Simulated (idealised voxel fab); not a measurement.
The following process module bears the name voxel self aligned vias.
Each square cell in cross-section cut measures 5 nm, and the section as a whole is 270 nm wide.
Throughout this document, each cross-section is represented as a grid of square cells and is presented as a sequence of bands enumerated from the top downward, where a band comprises one or more rows of cells.
Read a band's entry like this: the first values are the height of its top and the height of its bottom in nm, and what follows is the sequence of materials from left to right, each with its width in nm. Note that "blank" is empty space, and that a single material marked "edge to edge" reaches across the band from edge to edge.
The level at which height equals 0 is the one under which the wafer, as it arrives, is entirely one material. No lower edge exists for the bottom band, which continues downward and is notated as in "0 -> down".
Note: "30 to 40" means the width goes from the first number (top row of the band) to the second number (bottom row) in equal steps per row of cells.
A step reported as "remained the same" is a step in which no cell of the cross-section changed.
Look at "Catalogued sealed voids" for the closed voids: empty spaces with no open path to the top, sized 8 cells or up. Each is width x height at distance, distance from the left edge, all nm.
On each step's line, the part that comes after the settings is the simulator's own comment on the step.
If you see "overlay nm" on a step's line and that step has a mask, it's telling you how far right of where it was planned the mask ended up; a negative number means it went left instead.

**Planned step list for the process**
1: RECEIVE,material Si
2: CONFORMAL_DEP,material SiO2,thk nm 15
3: CONFORMAL_DEP,material SiCN,thk nm 5
4: DIRECTIONAL_DEP,material SiO2,thk nm 25
5: DIRECTIONAL_DEP,material aC,thk nm 15
6: PATTERN,tone open,mask id LINES,material resist,width nm 25,pitch nm 65,thk nm 35,overlay nm 0
7: DIRECTIONAL_ETCH,etch materials aC,depth nm 15
8: STRIP,etch materials resist
9: DIRECTIONAL_ETCH,etch materials SiO2,depth nm 25
10: STRIP,etch materials aC
11: CONFORMAL_DEP,material TiN,thk nm 5
12: FILL_DEP,material W,thk nm 10
13: CMP,height nm 45
14: SELECTIVE_ETCH,etch materials W Ru TiN,depth nm 10
15: FILL_DEP,material SiN,thk nm 10
16: CMP,height nm 45
17: DIRECTIONAL_DEP,material SiO2,thk nm 20
18: DIRECTIONAL_DEP,material aC,thk nm 15
19: PATTERN,tone open,mask id VIAS,material resist,width nm 35,pitch nm 65,thk nm 35,overlay nm 0
20: DIRECTIONAL_ETCH,etch materials aC,depth nm 15
21: STRIP,etch materials resist
22: DIRECTIONAL_ETCH,etch materials SiO2,depth nm 20
23: DIRECTIONAL_ETCH,etch materials SiN,depth nm 10
24: STRIP,etch materials aC
25: CONFORMAL_DEP,material TiN,thk nm 5
26: FILL_DEP,material W,thk nm 10
27: CMP,height nm 65
28: CONFORMAL_DEP,material SiN,thk nm 5

**Cross-section of the wafer as it came to us, i.e., already through step 1**
	0 -> down: Si edge to edge
	Catalogued sealed voids: none

**First wafer of two, sectioned at end of module; run went per plan**
	70 -> 65: SiN edge to edge
	65 -> 50: SiO2: 85  TiN: 5  W: 25  TiN: 5  SiO2: 30  TiN: 5  W: 25  TiN: 5  SiO2: 85
	50 -> 40: SiO2: 85 to 90  TiN: 10 to 5  W: 15  TiN: 10 to 5  SiO2: 30 to 40  TiN: 10 to 5  W: 15  TiN: 10 to 5  SiO2: 85 to 90
	40 -> 35: SiO2: 90  TiN: 25  SiO2: 40  TiN: 25  SiO2: 90
	35 -> 25: SiO2: 90  TiN: 5  W: 15  TiN: 5  SiO2: 40  TiN: 5  W: 15  TiN: 5  SiO2: 90
	25 -> 20: SiO2: 90  TiN: 25  SiO2: 40  TiN: 25  SiO2: 90
	20 -> 15: SiCN edge to edge
	15 -> 0: SiO2 edge to edge
	0 -> down: Si edge to edge
	Catalogued sealed voids: none

**Module end: cross-section of wafer two of two. Same start and process plan as the first wafer. One mistake during execution**
	70 -> 65: SiN edge to edge
	65 -> 45: SiO2: 85  TiN: 5  W: 25  TiN: 5  SiO2: 30  TiN: 5  W: 25  TiN: 5  SiO2: 85
	45 -> 40: SiN: 85  TiN: 10  W: 15  TiN: 10  SiN: 30  TiN: 10  W: 15  TiN: 10  SiN: 85
	40 -> 35: SiO2: 90  TiN: 25  SiO2: 40  TiN: 25  SiO2: 90
	35 -> 30: SiO2: 90  SiN: 25  SiO2: 40  SiN: 25  SiO2: 90
	30 -> 25: SiO2: 90  TiN: 5  W: 15  TiN: 5  SiO2: 40  TiN: 5  W: 15  TiN: 5  SiO2: 90
	25 -> 20: SiO2: 90  TiN: 25  SiO2: 40  TiN: 25  SiO2: 90
	20 -> 15: SiCN edge to edge
	15 -> 0: SiO2 edge to edge
	0 -> down: Si edge to edge
	Catalogued sealed voids: none
Which mistake was made when the wafer was run? heads up, step 13 didn't go per plan, it actually ran as CMP,height nm 40
Wrapping up, a cell-based count of both wafers puts the second over or under the first for these materials: SiN +50; SiO2 -44; TiN -4; W -2
